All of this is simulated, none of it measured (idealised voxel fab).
Herein follows the process module entitled voxel air gaps.
In the cross-section labelled cut, the width is 250 nm and each square cell is 5 nm.
Reading order for cross-sections: top band down to bottom band. Underlying form: a grid of square cells. Band size: one or more rows of cells.
Each band's line starts with the height of the band's top and of its bottom, in nm. Then come its materials from left to right, each with its width in nm. One material with "all across" fills the band from edge to edge. "air" is empty space.
Where do heights start? At 0: under that level the wafer as delivered is made of one material only. And the lowest band has no floor; it just carries on downward, as in "0 -> down".
A width given as "30..40" starts at the first number in the band's top row and ends at the second number in its bottom row, shifting by an equal amount at every step from row to row.
"remains unaltered", as given for a step, is the statement that not any cell of the cross-section underwent a change during that step.
"Cavities, closed" - sealed voids, min. 8 cells, no opening to top; format: width x height at distance (distance from left edge; nm throughout).
The remark found on a step's line after its settings is issued by the simulator itself and pertains to that step.
overlay nm: where the mask lay relative to plan, measured to the right, on steps with a mask; negatives go left.
Planned process steps:
step 1: RECEIVE [material Si]
step 2: CONFORMAL_DEP [material SiO2] [thk nm 10]
step 3: CONFORMAL_DEP [material SiN] [thk nm 5]
step 4: DIRECTIONAL_DEP [material lowk] [thk nm 30]
step 5: DIRECTIONAL_DEP [material aC] [thk nm 15]
step 6: PATTERN [tone open] [mask id LINES] [material resist] [width nm 15] [pitch nm 40] [thk nm 35] [overlay nm -15]
step 7: DIRECTIONAL_ETCH [etch materials aC] [depth nm 15]
step 8: STRIP [etch materials resist]
step 9: DIRECTIONAL_ETCH [etch materials lowk] [depth nm 30]
step 10: STRIP [etch materials aC]
step 11: CONFORMAL_DEP [material TiN] [thk nm 5]
step 12: FILL_DEP [material Cu] [thk nm 5]
step 13: CMP [height nm 45]
step 14: EPI [material Ru] [thk nm 10]
step 15: SELECTIVE_ETCH [etch materials lowk] [depth nm 40]
step 16: CONFORMAL_DEP [material SiN] [thk nm 5]
What sets these wafers apart? The overlay nm at step 6. They all start alike, and the plan carries the first wafer's value.
Received wafers, first of several: cross-section after step 1:
0 -> down | Si all across
Cavities, closed: none
Quick look at the cross-section of the first of several wafers after step 16, which wraps up the module:
60 -> 55 | air (25) / SiN (165) / air (60)
55 -> 45 | air (25) / SiN (5) / Ru (35) / SiN (5) / Ru (35) / SiN (5) / Ru (35) / SiN (5) / Ru (35) / SiN (5) / air (60)
45 -> 40 | air (25) / SiN (15) / TiN (5) / Cu (5) / TiN (5) / SiN (25) / TiN (5) / Cu (5) / TiN (5) / SiN (25) / TiN (5) / Cu (5) / TiN (5) / SiN (25) / TiN (5) / Cu (5) / TiN (5) / SiN (15) / air (60)
40 -> 20 | air (35) / SiN (5) / TiN (5) / Cu (5) / TiN (5) / SiN (5) / air (15) / SiN (5) / TiN (5) / Cu (5) / TiN (5) / SiN (5) / air (15) / SiN (5) / TiN (5) / Cu (5) / TiN (5) / SiN (5) / air (15) / SiN (5) / TiN (5) / Cu (5) / TiN (5) / SiN (5) / air (70)
20 -> 15 | SiN (40) / TiN (15) / SiN (25) / TiN (15) / SiN (25) / TiN (15) / SiN (25) / TiN (15) / SiN (75)
15 -> 10 | SiN all across
10 -> 0 | SiO2 all across
0 -> down | Si all across
Cavities, closed: 15 x 20 at 60; 15 x 20 at 100; 15 x 20 at 140
The last wafer as seen in cross-section at the end of the module:
60 -> 55 | air (55) / SiN (165) / air (30)
55 -> 45 | air (55) / SiN (5) / Ru (35) / SiN (5) / Ru (35) / SiN (5) / Ru (35) / SiN (5) / Ru (35) / SiN (5) / air (30)
45 -> 40 | air (55) / SiN (15) / TiN (5) / Cu (5) / TiN (5) / SiN (25) / TiN (5) / Cu (5) / TiN (5) / SiN (25) / TiN (5) / Cu (5) / TiN (5) / SiN (25) / TiN (5) / Cu (5) / TiN (5) / SiN (15) / air (30)
40 -> 20 | air (65) / SiN (5) / TiN (5) / Cu (5) / TiN (5) / SiN (5) / air (15) / SiN (5) / TiN (5) / Cu (5) / TiN (5) / SiN (5) / air (15) / SiN (5) / TiN (5) / Cu (5) / TiN (5) / SiN (5) / air (15) / SiN (5) / TiN (5) / Cu (5) / TiN (5) / SiN (5) / air (40)
20 -> 15 | SiN (70) / TiN (15) / SiN (25) / TiN (15) / SiN (25) / TiN (15) / SiN (25) / TiN (15) / SiN (45)
15 -> 10 | SiN all across
10 -> 0 | SiO2 all across
0 -> down | Si all across
Cavities, closed: 15 x 20 at 90; 15 x 20 at 130; 15 x 20 at 170
Basically each wafer gets a line in the table, showing it at the end of the module: material by material, the cells it gained (+) or lost (-) since we got it, then its closed voids:
overlay nm -15, +20 Cu, +56 Ru, +184 SiN, +100 SiO2, +52 TiN, Cavities, closed: 15 x 20 at 60; 15 x 20 at 100; 15 x 20 at 140
overlay nm -10, +20 Cu, +56 Ru, +184 SiN, +100 SiO2, +52 TiN, Cavities, closed: 15 x 20 at 65; 15 x 20 at 105; 15 x 20 at 145
overlay nm -5, +20 Cu, +56 Ru, +184 SiN, +100 SiO2, +52 TiN, Cavities, closed: 15 x 20 at 70; 15 x 20 at 110; 15 x 20 at 150
overlay nm 0, +20 Cu, +56 Ru, +184 SiN, +100 SiO2, +52 TiN, Cavities, closed: 15 x 20 at 75; 15 x 20 at 115; 15 x 20 at 155
overlay nm 5, +20 Cu, +56 Ru, +184 SiN, +100 SiO2, +52 TiN, Cavities, closed: 15 x 20 at 80; 15 x 20 at 120; 15 x 20 at 160
overlay nm 10, +20 Cu, +56 Ru, +184 SiN, +100 SiO2, +52 TiN, Cavities, closed: 15 x 20 at 85; 15 x 20 at 125; 15 x 20 at 165
overlay nm 15, +20 Cu, +56 Ru, +184 SiN, +100 SiO2, +52 TiN, Cavities, closed: 15 x 20 at 90; 15 x 20 at 130; 15 x 20 at 170
